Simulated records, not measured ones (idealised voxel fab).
process module | voxel ribs on slabs
cross-section cut | 260 nm wide | cells 5 nm
A cross-section is a grid of square cells, given in bands from the top down. A band is one or more rows of cells.
Each band's line starts with the height of the band's top and of its bottom, in nm. Then come its materials from left to right, each with its width in nm. One material with "throughout" fills the band from edge to edge. "air" is empty space.
Height 0 is the level under which the wafer as received is all one material. The lowest band goes on downwards, as in "0 down".
A width such as "30 to 40" changes by the same amount from each row of cells to the next, from the band's top row to its bottom row.
"no change" after a step means that no cell of the cross-section changed.
closed voids: empty space of 8 cells or more with no open way to the top, each as width x height at its distance from the left edge, in nm
after a step's settings: what the simulator itself notes on the step
overlay nm, on a step with a mask: how far to the right of its planned place the mask lay; to the left if negative
plan
1 op RECEIVE | material Si
2 op DIRECTIONAL_DEP | material SiO2 | thk nm 20
3 op DIRECTIONAL_DEP | material SiN | thk nm 15
4 op PATTERN | tone cover | mask id RIB | material resist | width nm 15 | thk nm 15 | overlay nm 0
5 op DIRECTIONAL_ETCH | etch materials SiN | depth nm 5
6 op STRIP | etch materials resist
7 op DIRECTIONAL_DEP | material aC | thk nm 10
8 op PATTERN | tone cover | mask id SLAB | material resist | width nm 65 | thk nm 30 | overlay nm 0
9 op DIRECTIONAL_ETCH | etch materials aC | depth nm 10
10 op STRIP | etch materials resist
11 op DIRECTIONAL_ETCH | etch materials SiN | depth nm 10
12 op STRIP | etch materials aC
13 op FILL_DEP | material SiO2 | thk nm 15
14 op CMP | height nm 45
15 op DIRECTIONAL_DEP | material TiN | thk nm 5
16 op DIRECTIONAL_DEP | material aC | thk nm 10
17 op PATTERN | tone cover | mask id HEATER | material resist | width nm 25 | thk nm 25 | overlay nm 0
18 op DIRECTIONAL_ETCH | etch materials aC | depth nm 10
19 op STRIP | etch materials resist
20 op DIRECTIONAL_ETCH | etch materials TiN | depth nm 5
21 op STRIP | etch materials aC
22 op CONFORMAL_DEP | material SiO2 | thk nm 10
as received, after step 1
  0 down: Si throughout
  closed voids: none
a wafer at the end: this start, this plan, one mistake
  60 to 55: air 105 | SiO2 45 | air 110
  55 to 50: SiO2 throughout
  50 to 45: SiO2 115 | TiN 25 | SiO2 120
  45 to 40: SiO2 95 | SiN 65 | SiO2 100
  40 to 0: SiO2 throughout
  0 down: Si throughout
  closed voids: none
what went wrong: step 2 was run twice
